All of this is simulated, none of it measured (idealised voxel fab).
process module | voxel wiring stack
cross-section cut | 260 nm wide | cells 5 nm
A cross-section is a grid of square cells, given in bands from the top down. A band is one or more rows of cells.
Each band's line starts with the height of the band's top and of its bottom, in nm. Then come its materials from left to right, each with its width in nm. One material with "throughout" fills the band from edge to edge. "air" is empty space.
Height 0 is the level under which the wafer as received is all one material. The lowest band goes on downwards, as in "0 down".
A width such as "30 to 40" changes by the same amount from each row of cells to the next, from the band's top row to its bottom row.
"no change" after a step means that no cell of the cross-section changed.
closed voids: empty space of 8 cells or more with no open way to the top, each as width x height at its distance from the left edge, in nm
after a step's settings: what the simulator itself notes on the step
overlay nm, on a step with a mask: how far to the right of its planned place the mask lay; to the left if negative
plan
1 op RECEIVE | material Si
2 op CONFORMAL_DEP | material SiO2 | thk nm 15
3 op CONFORMAL_DEP | material SiN | thk nm 5
4 op DIRECTIONAL_DEP | material SiO2 | thk nm 20
5 op PATTERN | tone open | mask id METAL_1 | material resist | width nm 30 | pitch nm 60 | thk nm 20 | overlay nm 0
6 op DIRECTIONAL_ETCH | etch materials SiO2 | depth nm 20
7 op DIRECTIONAL_ETCH | etch materials SiN | depth nm 5
8 op STRIP | etch materials resist
9 op CONFORMAL_DEP | material TiN | thk nm 5
10 op FILL_DEP | material Cu | thk nm 5
11 op CMP | height nm 40
12 op CONFORMAL_DEP | material SiCN | thk nm 5
13 op DIRECTIONAL_DEP | material lowk | thk nm 30
14 op PATTERN | tone open | mask id METAL_2_HOLES | material resist | width nm 15 | pitch nm 120 | thk nm 20 | overlay nm 0
15 op DIRECTIONAL_ETCH | etch materials lowk | depth nm 30
16 op STRIP | etch materials resist
17 op DIRECTIONAL_DEP | material aC | thk nm 15
18 op PATTERN | tone open | mask id METAL_2 | material resist | width nm 30 | pitch nm 60 | thk nm 35 | overlay nm 0
19 op DIRECTIONAL_ETCH | etch materials aC | depth nm 15
20 op STRIP | etch materials resist
21 op DIRECTIONAL_ETCH | etch materials lowk | depth nm 15
22 op DIRECTIONAL_ETCH | etch materials SiCN | depth nm 5
23 op STRIP | etch materials aC
24 op CONFORMAL_DEP | material TiN | thk nm 5
25 op FILL_DEP | material Cu | thk nm 5
26 op CMP | height nm 75
27 op CONFORMAL_DEP | material SiCN | thk nm 5
28 op DIRECTIONAL_DEP | material SiO2 | thk nm 20
29 op PATTERN | tone open | mask id PLUG_2 | material resist | width nm 15 | pitch nm 60 | thk nm 15 | overlay nm 0
30 op DIRECTIONAL_ETCH | etch materials SiO2 | depth nm 20
31 op DIRECTIONAL_ETCH | etch materials SiCN | depth nm 5
32 op STRIP | etch materials resist
33 op CONFORMAL_DEP | material TiN | thk nm 5
34 op FILL_DEP | material Cu | thk nm 10
35 op CMP | height nm 100
36 op DIRECTIONAL_DEP | material TiN | thk nm 5
37 op DIRECTIONAL_DEP | material W | thk nm 25
38 op MASKED_ETCH | tone cover | mask id METAL_3 | width nm 30 | pitch nm 60 | etch materials W | depth nm 25 | overlay nm 0
39 op MASKED_ETCH | tone cover | mask id METAL_3 | width nm 30 | pitch nm 60 | etch materials TiN | depth nm 5 | overlay nm 0
40 op CONFORMAL_DEP | material SiCN | thk nm 5
41 op FILL_DEP | material SiO2 | thk nm 10
42 op CMP | height nm 130
43 op CONFORMAL_DEP | material SiCN | thk nm 5
44 op DIRECTIONAL_DEP | material lowk | thk nm 20
45 op MASKED_ETCH | tone open | mask id PLUG_3 | width nm 15 | pitch nm 120 | etch materials lowk | depth nm 20 | overlay nm 0
46 op MASKED_ETCH | tone open | mask id PLUG_3 | width nm 15 | pitch nm 120 | etch materials SiCN | depth nm 5 | overlay nm 0
47 op EPI | material Ru | thk nm 10
48 op EPI | material Ru | thk nm 10
49 op EPI | material Ru | thk nm 5
50 op CONFORMAL_DEP | material SiCN | thk nm 5
51 op DIRECTIONAL_DEP | material SiO2 | thk nm 25
52 op PATTERN | tone open | mask id METAL_4 | material resist | width nm 30 | pitch nm 60 | thk nm 20 | overlay nm 0
53 op DIRECTIONAL_ETCH | etch materials SiO2 | depth nm 25
54 op DIRECTIONAL_ETCH | etch materials SiCN | depth nm 5
55 op STRIP | etch materials resist
56 op CONFORMAL_DEP | material TiN | thk nm 5
57 op FILL_DEP | material W | thk nm 5
58 op CMP | height nm 185
59 op EPI | material Ru | thk nm 5
60 op FILL_DEP | material SiCN | thk nm 5
as received, after step 1
  0 down: Si throughout
  closed voids: none
first wafer at the end, as planned
  195 to 190: SiCN throughout
  190 to 185: SiCN 50 | Ru 40 | SiCN 20 | Ru 40 | SiCN 20 | Ru 40 | SiCN 50
  185 to 160: SiO2 55 | TiN 5 | W 20 | TiN 5 | SiO2 30 | TiN 5 | W 20 | TiN 5 | SiO2 30 | TiN 5 | W 20 | TiN 5 | SiO2 55
  160 to 155: SiCN 55 | TiN 30 | SiCN 30 | TiN 30 | SiCN 30 | TiN 30 | SiCN 55
  155 to 135: lowk 55 | Ru 15 | lowk 105 | Ru 15 | lowk 70
  135 to 130: SiCN 55 | Ru 15 | SiCN 105 | Ru 15 | SiCN 70
  130 to 105: SiO2 50 | SiCN 5 | W 30 | SiCN 5 | SiO2 20 | SiCN 5 | W 30 | SiCN 5 | SiO2 20 | SiCN 5 | W 30 | SiCN 5 | SiO2 50
  105 to 100: SiCN 55 | TiN 30 | SiCN 30 | TiN 30 | SiCN 30 | TiN 30 | SiCN 55
  100 to 80: SiO2 55 | TiN 5 | Cu 5 | TiN 5 | SiO2 45 | TiN 5 | Cu 5 | TiN 5 | SiO2 45 | TiN 5 | Cu 5 | TiN 5 | SiO2 70
  80 to 75: SiCN 55 | TiN 15 | SiCN 45 | TiN 15 | SiCN 45 | TiN 15 | SiCN 70
  75 to 65: lowk 55 | TiN 5 | Cu 20 | TiN 5 | lowk 30 | TiN 5 | Cu 20 | TiN 5 | lowk 30 | TiN 5 | Cu 20 | TiN 5 | lowk 55
  65 to 60: lowk 55 | TiN 5 | Cu 5 | TiN 20 | lowk 30 | TiN 30 | lowk 30 | TiN 5 | Cu 5 | TiN 20 | lowk 55
  60 to 45: lowk 55 | TiN 5 | Cu 5 | TiN 5 | lowk 105 | TiN 5 | Cu 5 | TiN 5 | lowk 70
  45 to 40: SiCN 55 | TiN 15 | SiCN 105 | TiN 15 | SiCN 70
  40 to 20: SiO2 55 | TiN 5 | Cu 20 | TiN 5 | SiO2 30 | TiN 5 | Cu 20 | TiN 5 | SiO2 30 | TiN 5 | Cu 20 | TiN 5 | SiO2 55
  20 to 15: SiN 55 | TiN 30 | SiN 30 | TiN 30 | SiN 30 | TiN 30 | SiN 55
  15 to 0: SiO2 throughout
  0 down: Si throughout
  closed voids: none
second wafer at the end: like start, like plan, one mistake
  195 to 190: SiCN throughout
  190 to 185: SiCN 50 | Ru 40 | SiCN 20 | Ru 40 | SiCN 20 | Ru 40 | SiCN 50
  185 to 160: SiO2 55 | TiN 5 | W 20 | TiN 5 | SiO2 30 | TiN 5 | W 20 | TiN 5 | SiO2 30 | TiN 5 | W 20 | TiN 5 | SiO2 55
  160 to 155: SiCN 55 | TiN 30 | SiCN 30 | TiN 30 | SiCN 30 | TiN 30 | SiCN 55
  155 to 135: lowk 55 | Ru 15 | lowk 105 | Ru 15 | lowk 70
  135 to 130: SiCN 55 | Ru 15 | SiCN 105 | Ru 15 | SiCN 70
  130 to 105: SiO2 50 | SiCN 5 | W 30 | SiCN 5 | SiO2 20 | SiCN 5 | W 30 | SiCN 5 | SiO2 20 | SiCN 5 | W 30 | SiCN 5 | SiO2 50
  105 to 100: SiCN 55 | TiN 30 | SiCN 30 | TiN 30 | SiCN 30 | TiN 30 | SiCN 55
  100 to 80: SiO2 55 | TiN 5 | Cu 5 | TiN 5 | SiO2 45 | TiN 5 | Cu 5 | TiN 5 | SiO2 45 | TiN 5 | Cu 5 | TiN 5 | SiO2 70
  80 to 75: SiCN 55 | TiN 15 | SiCN 45 | TiN 15 | SiCN 45 | TiN 15 | SiCN 70
  75 to 65: lowk 55 | TiN 5 | Cu 20 | TiN 5 | lowk 30 | TiN 5 | Cu 20 | TiN 5 | lowk 30 | TiN 5 | Cu 20 | TiN 5 | lowk 55
  65 to 60: lowk 55 | TiN 5 | Cu 5 | TiN 20 | lowk 30 | TiN 30 | lowk 30 | TiN 5 | Cu 5 | TiN 20 | lowk 55
  60 to 45: lowk 55 | TiN 5 | Cu 5 | TiN 5 | lowk 105 | TiN 5 | Cu 5 | TiN 5 | lowk 70
  45 to 40: SiCN 55 | TiN 15 | SiCN 105 | TiN 15 | SiCN 70
  40 to 35: SiN 55 | TiN 30 | SiN 30 | TiN 30 | SiN 30 | TiN 30 | SiN 55
  35 to 0: SiO2 throughout
  0 down: Si throughout
  closed voids: none
what went wrong: steps 3 and 4 were swapped
at the end the second wafer has, in cells: 48 fewer of Cu | 72 more of SiO2 | 24 fewer of TiN
